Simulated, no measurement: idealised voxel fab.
process module | voxel self aligned contacts
cross-section cut | 165 nm wide | cells 5 nm
A cross-section is a grid of square cells, given in bands from the top down. A band is one or more rows of cells.
Each band's line starts with the height of the band's top and of its bottom, in nm. Then come its materials from left to right, each with its width in nm. One material with "throughout" fills the band from edge to edge. "air" is empty space.
Height 0 is the level under which the wafer as received is all one material. The lowest band goes on downwards, as in "0 down".
A width such as "30 to 40" changes by the same amount from each row of cells to the next, from the band's top row to its bottom row.
"no change" after a step means that no cell of the cross-section changed.
closed voids: empty space of 8 cells or more with no open way to the top, each as width x height at its distance from the left edge, in nm
after a step's settings: what the simulator itself notes on the step
overlay nm, on a step with a mask: how far to the right of its planned place the mask lay; to the left if negative
plan
1 op RECEIVE | material Si
2 op CONFORMAL_DEP | material SiO2 | thk nm 5
3 op DIRECTIONAL_DEP | material polySi | thk nm 20
4 op DIRECTIONAL_DEP | material SiN | thk nm 20
5 op DIRECTIONAL_DEP | material aC | thk nm 15
6 op PATTERN | tone cover | mask id GATE | material resist | width nm 30 | pitch nm 75 | thk nm 35 | overlay nm 0
7 op DIRECTIONAL_ETCH | etch materials aC | depth nm 15
8 op STRIP | etch materials resist
9 op DIRECTIONAL_ETCH | etch materials SiN | depth nm 20
10 op DIRECTIONAL_ETCH | etch materials polySi | depth nm 20
11 op STRIP | etch materials aC
12 op CONFORMAL_DEP | material SiN | thk nm 10
13 op DIRECTIONAL_ETCH | etch materials SiN | depth nm 10
14 op FILL_DEP | material SiO2 | thk nm 15
15 op CMP | height nm 55
16 op DIRECTIONAL_DEP | material aC | thk nm 10
17 op PATTERN | tone open | mask id CONTACT | material resist | width nm 55 | thk nm 30 | overlay nm 0
18 op DIRECTIONAL_ETCH | etch materials aC | depth nm 10
19 op STRIP | etch materials resist
20 op DIRECTIONAL_ETCH | etch materials SiO2 | depth nm 55
21 op STRIP | etch materials aC
22 op CONFORMAL_DEP | material TiN | thk nm 5
23 op FILL_DEP | material Ru | thk nm 10
24 op CMP | height nm 55
25 op CONFORMAL_DEP | material SiCN | thk nm 5
as received, after step 1
  0 down: Si throughout
  closed voids: none
a wafer at the end: this start, this plan, one mistake
  60 to 55: SiCN throughout
  55 to 45: SiO2 55 | TiN 5 to 20 | Ru 45 to 15 | TiN 5 to 20 | SiO2 55
  45 to 40: SiO2 20 | SiN 50 | TiN 5 | Ru 15 | TiN 5 | SiN 50 | SiO2 20
  40 to 35: SiO2 20 | SiN 50 | TiN 25 | SiN 50 | SiO2 20
  35 to 25: SiN throughout
  25 to 5: polySi throughout
  5 to 0: SiO2 throughout
  0 down: Si throughout
  closed voids: none
what went wrong: step 9 ran as: op DIRECTIONAL_ETCH | etch materials SiN | depth nm 10
